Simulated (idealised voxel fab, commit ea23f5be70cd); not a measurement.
The process module presented herein is designated voxel fin reveal.
Cross-section cut spans 235 nm and uses square cells 5 nm in size.
In what follows, cross-sections appear as grids of square cells, described through bands that run from the top down, where every band is one or more rows of cells.
Read a band's entry like this: the first values are the height of its top and the height of its bottom in nm, and what follows is the sequence of materials from left to right, each with its width in nm. Note that "air" is empty space, and that a single material marked "edge to edge" reaches across the band from edge to edge.
The level at which height equals 0 is the one under which the wafer, as it arrives, is entirely one material. No lower edge exists for the bottom band, which continues downward and is notated as in "0 down".
Read "30 to 40" as a graded width: first number on top, second number at the bottom, same change between each pair of neighbouring rows.
Step note "all unchanged" = no cross-section cell changed.
The list in "Trapped voids" covers empty spaces of 8 cells or more that cannot reach the top through any open way, and it gives each as width x height at distance; the distance is from the left edge, and width, height and distance are in nm.
On a step's line, text after the settings is the simulator commenting on that step.
On any step carrying a mask, the "overlay nm" setting, if present on the step's line, tells how far right of its planned place the mask lay; negative values point to the left.

Plan
1) RECEIVE: material Si
2) CONFORMAL_DEP: material SiN, thk nm 5
3) PATTERN: tone cover, mask id FINS, material resist, width nm 15, pitch nm 40, thk nm 20, overlay nm 0
4) DIRECTIONAL_ETCH: etch materials SiN, depth nm 5
5) DIRECTIONAL_ETCH: etch materials Si, depth nm 35
6) STRIP: etch materials resist
7) OXIDIZE: depth nm 5
8) FILL_DEP: material SiO2, thk nm 5
9) CMP: height nm 5
10) SELECTIVE_ETCH: etch materials SiO2, depth nm 15
11) STRIP: etch materials SiN
12) CONFORMAL_DEP: material SiO2, thk nm 5

Cross-section of the wafer upon arrival, representing the state reached after step 1
	0 down | Si edge to edge
	Trapped voids: none

Result of the module, cross-sectioned: start per above, plan per above, one error in how it was run
	5 to 0 | SiO2 50 nm | air 15 nm | SiO2 25 nm | air 15 nm | SiO2 25 nm | air 15 nm | SiO2 25 nm | air 15 nm | SiO2 50 nm
	0 to -5 | Si 45 nm | SiO2 5 nm | air 15 nm | SiO2 5 nm | Si 15 nm | SiO2 5 nm | air 15 nm | SiO2 5 nm | Si 15 nm | SiO2 5 nm | air 15 nm | SiO2 5 nm | Si 15 nm | SiO2 5 nm | air 15 nm | SiO2 5 nm | Si 45 nm
	-5 to -40 | Si 45 nm | SiO2 25 nm | Si 15 nm | SiO2 25 nm | Si 15 nm | SiO2 25 nm | Si 15 nm | SiO2 25 nm | Si 45 nm
	-40 down | Si edge to edge
	Trapped voids: none
What was done differently from what was planned? step 3 did not use the planned setting and instead ran as PATTERN: tone open, mask id FINS, material resist, width nm 15, pitch nm 40, thk nm 20, overlay nm 0
